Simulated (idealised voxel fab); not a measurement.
process module | voxel ribs on slabs
cross-section cut | 285 nm wide | cells 5 nm
A cross-section is a grid of square cells, given in bands from the top down. A band is one or more rows of cells.
Each band's line starts with the height of the band's top and of its bottom, in nm. Then come its materials from left to right, each with its width in nm. One material with "throughout" fills the band from edge to edge. "air" is empty space.
Height 0 is the level under which the wafer as received is all one material. The lowest band goes on downwards, as in "0 down".
A width such as "30 to 40" changes by the same amount from each row of cells to the next, from the band's top row to its bottom row.
"no change" after a step means that no cell of the cross-section changed.
closed voids: empty space of 8 cells or more with no open way to the top, each as width x height at its distance from the left edge, in nm
after a step's settings: what the simulator itself notes on the step
overlay nm, on a step with a mask: how far to the right of its planned place the mask lay; to the left if negative
plan
1 op RECEIVE | material Si
2 op DIRECTIONAL_DEP | material SiO2 | thk nm 20
3 op DIRECTIONAL_DEP | material SiN | thk nm 20
4 op MASKED_ETCH | tone cover | mask id RIB | width nm 20 | etch materials SiN | depth nm 10 | overlay nm -15
5 op PATTERN | tone cover | mask id SLAB | material resist | width nm 60 | thk nm 20 | overlay nm 0
6 op DIRECTIONAL_ETCH | etch materials SiN | depth nm 10
7 op STRIP | etch materials resist
8 op FILL_DEP | material SiO2 | thk nm 20
9 op CMP | height nm 55
10 op DIRECTIONAL_DEP | material W | thk nm 10
11 op MASKED_ETCH | tone cover | mask id HEATER | width nm 30 | etch materials W | depth nm 10 | overlay nm 0
12 op CONFORMAL_DEP | material SiO2 | thk nm 10
varied across the wafers: overlay nm of step 4. The plan shows the first wafer's value. All wafers start alike
first wafer as received, after step 1
  0 down: Si throughout
  closed voids: none
each wafer at the end: cells of each material gained (+) or lost (-) since it was received, then its closed voids
overlay nm -15 | +32 SiN | +717 SiO2 | +12 W | closed voids: none
overlay nm -10 | +32 SiN | +717 SiO2 | +12 W | closed voids: none
overlay nm -5 | +32 SiN | +717 SiO2 | +12 W | closed voids: none
overlay nm 0 | +32 SiN | +717 SiO2 | +12 W | closed voids: none
overlay nm 5 | +32 SiN | +717 SiO2 | +12 W | closed voids: none
overlay nm 10 | +32 SiN | +717 SiO2 | +12 W | closed voids: none
overlay nm 15 | +32 SiN | +717 SiO2 | +12 W | closed voids: none
